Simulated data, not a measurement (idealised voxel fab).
process module | voxel capacitor over wiring
FYI the section here is cut, 255 nm wide, cells are 5 nm squares.
Cross-section = grid of square cells, listed top down in bands; band = one or more rows. Top height, bottom height, nm. Materials left to right, width each, nm. Single material + "throughout" = fills band edge to edge. "blank" = empty. Below 0: as-received wafer, all one material; heights counted from there. Lowest band: no bottom, goes on down, written "0 and below". Width spec "30..40" -> top row of cells at first value, bottom row at second value, equal per-row change in between. A step reported as "no change" is a step in which no cell of the cross-section changed. "Closed void table" - sealed voids, min. 8 cells, no opening to top; format: width x height at distance (distance from left edge; nm throughout). after a step's settings: what the simulator itself notes on the step. You can add "overlay nm" to a step's line. For a step with a mask, it describes how far the mask lay to the right of its planned position, and a negative number describes a lay to the left.
### Process steps - plan
1 RECEIVE with material Si
2 CONFORMAL_DEP with material SiO2, thk nm 10
3 CONFORMAL_DEP with material SiCN, thk nm 5
4 DIRECTIONAL_DEP with material lowk, thk nm 20
5 DIRECTIONAL_DEP with material aC, thk nm 10
6 PATTERN with tone open, mask id METAL_1, material resist, width nm 30, pitch nm 80, thk nm 25, overlay nm 0
7 DIRECTIONAL_ETCH with etch materials aC, depth nm 10
8 STRIP with etch materials resist
9 DIRECTIONAL_ETCH with etch materials lowk, depth nm 20
10 DIRECTIONAL_ETCH with etch materials SiCN, depth nm 5
11 STRIP with etch materials aC
12 CONFORMAL_DEP with material TiN, thk nm 5
13 FILL_DEP with material Cu, thk nm 5
14 CMP with height nm 35
15 CONFORMAL_DEP with material SiCN, thk nm 5
16 DIRECTIONAL_DEP with material lowk, thk nm 10
17 MASKED_ETCH with tone open, mask id PLUG_1, width nm 15, etch materials lowk, depth nm 10, overlay nm 0
18 MASKED_ETCH with tone open, mask id PLUG_1, width nm 15, etch materials SiCN, depth nm 5, overlay nm 0
19 EPI with material Ru, thk nm 10
20 EPI with material Ru, thk nm 5
21 DIRECTIONAL_DEP with material TiN, thk nm 10
22 DIRECTIONAL_DEP with material Al2O3, thk nm 5
23 DIRECTIONAL_DEP with material TiN, thk nm 10
24 PATTERN with tone cover, mask id UPPER_PLATE, material resist, width nm 55, thk nm 20, overlay nm 0
25 DIRECTIONAL_ETCH with etch materials TiN, depth nm 10
26 DIRECTIONAL_ETCH with etch materials Al2O3, depth nm 5
27 STRIP with etch materials resist
28 MASKED_ETCH with tone cover, mask id LOWER_PLATE, width nm 65, etch materials TiN, depth nm 10, overlay nm 0
29 FILL_DEP with material SiO2, thk nm 15
30 CMP with height nm 85
31 MASKED_ETCH with tone open, mask id PLUG_2, width nm 15, etch materials SiO2, depth nm 10, overlay nm 0
32 CONFORMAL_DEP with material TiN, thk nm 5
33 FILL_DEP with material Ru, thk nm 5
34 CMP with height nm 85
35 CONFORMAL_DEP with material SiN, thk nm 5
### Delivered wafer in cross-section: state after step 1
	0 and below  Si throughout
	Closed void table: none
### Cross-sectional view of the first of the two wafers upon completion of the module, processed in accordance with the plan
	90 down to 85  SiN throughout
	85 down to 80  SiO2 95 nm, then TiN 5 nm, then Ru 5 nm, then TiN 5 nm, then SiO2 145 nm
	80 down to 75  SiO2 95 nm, then TiN 15 nm, then SiO2 145 nm
	75 down to 65  SiO2 85 nm, then TiN 55 nm, then SiO2 115 nm
	65 down to 60  SiO2 85 nm, then Al2O3 55 nm, then SiO2 115 nm
	60 down to 50  SiO2 80 nm, then TiN 65 nm, then SiO2 110 nm
	50 down to 40  lowk 85 nm, then Ru 15 nm, then lowk 155 nm
	40 down to 35  SiCN 85 nm, then Ru 15 nm, then SiCN 155 nm
	35 down to 15  lowk 70 nm, then TiN 5 nm, then Cu 20 nm, then TiN 5 nm, then lowk 50 nm, then TiN 5 nm, then Cu 20 nm, then TiN 5 nm, then lowk 75 nm
	15 down to 10  SiCN 70 nm, then TiN 30 nm, then SiCN 50 nm, then TiN 30 nm, then SiCN 75 nm
	10 down to 0  SiO2 throughout
	0 and below  Si throughout
	Closed void table: none
### The second wafer, shown in cross-section after the module: started the same way as the first and given the same plan, yet one mistake crept into how it was run
	90 down to 85  SiN throughout
	85 down to 75  SiO2 85 nm, then TiN 25 nm, then SiO2 145 nm
	75 down to 70  SiO2 85 nm, then Al2O3 25 nm, then TiN 30 nm, then SiO2 115 nm
	70 down to 65  SiO2 80 nm, then TiN 60 nm, then SiO2 115 nm
	65 down to 60  SiO2 80 nm, then TiN 30 nm, then Al2O3 30 nm, then SiO2 115 nm
	60 down to 50  SiO2 75 nm, then Ru 35 nm, then TiN 35 nm, then SiO2 110 nm
	50 down to 40  lowk 85 nm, then Ru 15 nm, then lowk 155 nm
	40 down to 35  SiCN 85 nm, then Ru 15 nm, then SiCN 155 nm
	35 down to 15  lowk 70 nm, then TiN 5 nm, then Cu 20 nm, then TiN 5 nm, then lowk 50 nm, then TiN 5 nm, then Cu 20 nm, then TiN 5 nm, then lowk 75 nm
	15 down to 10  SiCN 70 nm, then TiN 30 nm, then SiCN 50 nm, then TiN 30 nm, then SiCN 75 nm
	10 down to 0  SiO2 throughout
	0 and below  Si throughout
	Closed void table: none
Deviation from plan: execution of plan step 19 occurred twice
The final cell counts differ between the wafers, with the second having more or fewer of some materials than the first: +13 Ru; -8 SiO2; -5 TiN
